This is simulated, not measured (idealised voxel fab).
Proc. module: voxel released beams
Square cell edge 5 nm, section width 145 nm, ID cut.
Think of the cross-section as a grid of square cells. We describe it in bands, top to bottom, and each band covers one or more rows of those cells.
This entry defines a band. It first specifies the height of the band's top and the height of its bottom in nm, and then specifies the band's materials from left to right, stating each material with its width in nm. The word "full width" identifies a single material that fills the band from edge to edge, while the word "blank" identifies empty space.
Note: height 0 marks the level under which the wafer is uniformly one material as received. Lowest band unbounded below, written "0 and below".
Note: "30..40" means the width goes from the first number (top row of the band) to the second number (bottom row) in equal steps per row of cells.
Basically "no alterations made" means that step didn't change any cell in the cross-section.
Reported under the label "Closed void table" are the empty spaces having no open way to the top and comprising 8 cells or more; the notation for each is width x height at distance, in which the distance is measured from the left edge and all three values are in nm.
Step line, after settings: the simulator's comment on this step.
When a step includes a mask, the "overlay nm" setting on its line states how far to the right of its planned place that mask lay, and negative values state how far to the left.
The process steps that were planned are listed below:
| 1 | RECEIVE,material Si |
| 2 | CONFORMAL_DEP,material SiN,thk nm 10 |
| 3 | DIRECTIONAL_DEP,material SiO2,thk nm 10 |
| 4 | DIRECTIONAL_DEP,material aC,thk nm 10 |
| 5 | PATTERN,tone open,mask id ANCHOR,material resist,width nm 30,thk nm 30,overlay nm 0 |
| 6 | DIRECTIONAL_ETCH,etch materials aC,depth nm 10 |
| 7 | STRIP,etch materials resist |
| 8 | DIRECTIONAL_ETCH,etch materials SiO2,depth nm 10 |
| 9 | STRIP,etch materials aC |
| 10 | CONFORMAL_DEP,material TiN,thk nm 10 |
| 11 | DIRECTIONAL_DEP,material aC,thk nm 15 |
| 12 | PATTERN,tone cover,mask id BEAM,material resist,width nm 90,thk nm 35,overlay nm 0 |
| 13 | DIRECTIONAL_ETCH,etch materials aC,depth nm 15 |
| 14 | STRIP,etch materials resist |
| 15 | DIRECTIONAL_ETCH,etch materials TiN,depth nm 10 |
| 16 | STRIP,etch materials aC |
| 17 | STRIP,etch materials SiO2 |
The following pertains to the first of two wafers, which was processed as planned:
The cross-section here shows the wafer as received, i.e. in its state after step 1:
    0 and below  Si full width
    Closed void table: none
Cross-section: wafer state after step 2:
    10 down to 0  SiN full width
    Heights below 0 show no change.
Cross-section: wafer state after step 3:
    20 down to 10  SiO2 full width
    Heights below 10 show no change.
Cross-section: wafer state after step 4:
    30 down to 20  aC full width
    Heights below 20 show no change.
Cross-section: wafer state after step 5:
    60 down to 30  resist (30), then blank (30), then resist (85)
    Heights below 30 show no change.
Cross-section: wafer state after step 6:
    50 down to 30  resist (30), then blank (30), then resist (85)
    30 down to 20  aC (30), then blank (30), then aC (85)
    Heights below 20 show no change.
Cross-section: wafer state after step 7:
    30 down to 20  aC (30), then blank (30), then aC (85)
    Heights below 20 show no change.
Cross-section: wafer state after step 8:
    30 down to 20  aC (30), then blank (30), then aC (85)
    20 down to 10  SiO2 (30), then blank (30), then SiO2 (85)
    Heights below 10 show no change.
Cross-section: wafer state after step 9:
    20 down to 10  SiO2 (30), then blank (30), then SiO2 (85)
    Heights below 10 show no change.
Cross-section: wafer state after step 10:
    30 down to 20  TiN (40), then blank (10), then TiN (95)
    20 down to 10  SiO2 (30), then TiN (30), then SiO2 (85)
    Heights below 10 show no change.
Cross-section: wafer state after step 11:
    45 down to 35  aC (40), then blank (10), then aC (95)
    35 down to 30  aC full width
    30 down to 20  TiN (40), then aC (10), then TiN (95)
    Heights below 20 show no change.
Cross-section: wafer state after step 12:
    80 down to 45  blank (25), then resist (90), then blank (30)
    45 down to 35  aC (40), then resist (10), then aC (95)
    Heights below 35 show no change.
Cross-section: wafer state after step 13:
    65 down to 45  blank (25), then resist (90), then blank (30)
    45 down to 35  blank (25), then aC (15), then resist (10), then aC (65), then blank (30)
    35 down to 30  blank (25), then aC (90), then blank (30)
    Heights below 30 show no change.
Cross-section: wafer state after step 14:
    45 down to 35  blank (25), then aC (15), then blank (10), then aC (65), then blank (30)
    Heights below 35 show no change.
Cross-section: wafer state after step 15:
    45 down to 35  blank (25), then aC (15), then blank (10), then aC (65), then blank (30)
    35 down to 30  blank (25), then aC (90), then blank (30)
    30 down to 20  blank (25), then TiN (15), then aC (10), then TiN (65), then blank (30)
    Heights below 20 show no change.
Cross-section: wafer state after step 16:
    30 down to 20  blank (25), then TiN (15), then blank (10), then TiN (65), then blank (30)
    Heights below 20 show no change.
Cross-section: wafer state after step 17:
    30 down to 20  blank (25), then TiN (15), then blank (10), then TiN (65), then blank (30)
    20 down to 10  blank (30), then TiN (30), then blank (85)
    Heights below 10 show no change.
Wafer two. Identical start, identical plan. One mistake in execution. Identical history through step 1:
Second wafer, section view, time point: scheduled end of step 2:
    15 down to 0  SiN full width
    Heights below 0 show no change.
Second wafer, section view, time point: scheduled end of step 3:
    25 down to 15  SiO2 full width
    Heights below 15 show no change.
Second wafer, section view, time point: scheduled end of step 4:
    35 down to 25  aC full width
    Heights below 25 show no change.
Second wafer, section view, time point: scheduled end of step 5:
    65 down to 35  resist (30), then blank (30), then resist (85)
    Heights below 35 show no change.
Second wafer, section view, time point: scheduled end of step 6:
    55 down to 35  resist (30), then blank (30), then resist (85)
    35 down to 25  aC (30), then blank (30), then aC (85)
    Heights below 25 show no change.
Second wafer, section view, time point: scheduled end of step 7:
    35 down to 25  aC (30), then blank (30), then aC (85)
    Heights below 25 show no change.
Second wafer, section view, time point: scheduled end of step 8:
    35 down to 25  aC (30), then blank (30), then aC (85)
    25 down to 15  SiO2 (30), then blank (30), then SiO2 (85)
    Heights below 15 show no change.
Second wafer, section view, time point: scheduled end of step 9:
    25 down to 15  SiO2 (30), then blank (30), then SiO2 (85)
    Heights below 15 show no change.
Second wafer, section view, time point: scheduled end of step 10:
    35 down to 25  TiN (40), then blank (10), then TiN (95)
    25 down to 15  SiO2 (30), then TiN (30), then SiO2 (85)
    Heights below 15 show no change.
Second wafer, section view, time point: scheduled end of step 11:
    50 down to 40  aC (40), then blank (10), then aC (95)
    40 down to 35  aC full width
    35 down to 25  TiN (40), then aC (10), then TiN (95)
    Heights below 25 show no change.
Second wafer, section view, time point: scheduled end of step 12:
    85 down to 50  blank (25), then resist (90), then blank (30)
    50 down to 40  aC (40), then resist (10), then aC (95)
    Heights below 40 show no change.
Second wafer, section view, time point: scheduled end of step 13:
    70 down to 50  blank (25), then resist (90), then blank (30)
    50 down to 40  blank (25), then aC (15), then resist (10), then aC (65), then blank (30)
    40 down to 35  blank (25), then aC (90), then blank (30)
    Heights below 35 show no change.
Second wafer, section view, time point: scheduled end of step 14:
    50 down to 40  blank (25), then aC (15), then blank (10), then aC (65), then blank (30)
    Heights below 40 show no change.
Second wafer, section view, time point: scheduled end of step 15:
    50 down to 40  blank (25), then aC (15), then blank (10), then aC (65), then blank (30)
    40 down to 35  blank (25), then aC (90), then blank (30)
    35 down to 25  blank (25), then TiN (15), then aC (10), then TiN (65), then blank (30)
    Heights below 25 show no change.
Second wafer, section view, time point: scheduled end of step 16:
    35 down to 25  blank (25), then TiN (15), then blank (10), then TiN (65), then blank (30)
    Heights below 25 show no change.
Second wafer, section view, time point: scheduled end of step 17:
    35 down to 25  blank (25), then TiN (15), then blank (10), then TiN (65), then blank (30)
    25 down to 15  blank (30), then TiN (30), then blank (85)
    Heights below 15 show no change.
Plan not followed: for step 2, the planned setting was not used; the step was instead run as CONFORMAL_DEP,material SiN,thk nm 15
The second wafer ends with more or fewer cells of some materials than the first, per final count: 29 more of SiN
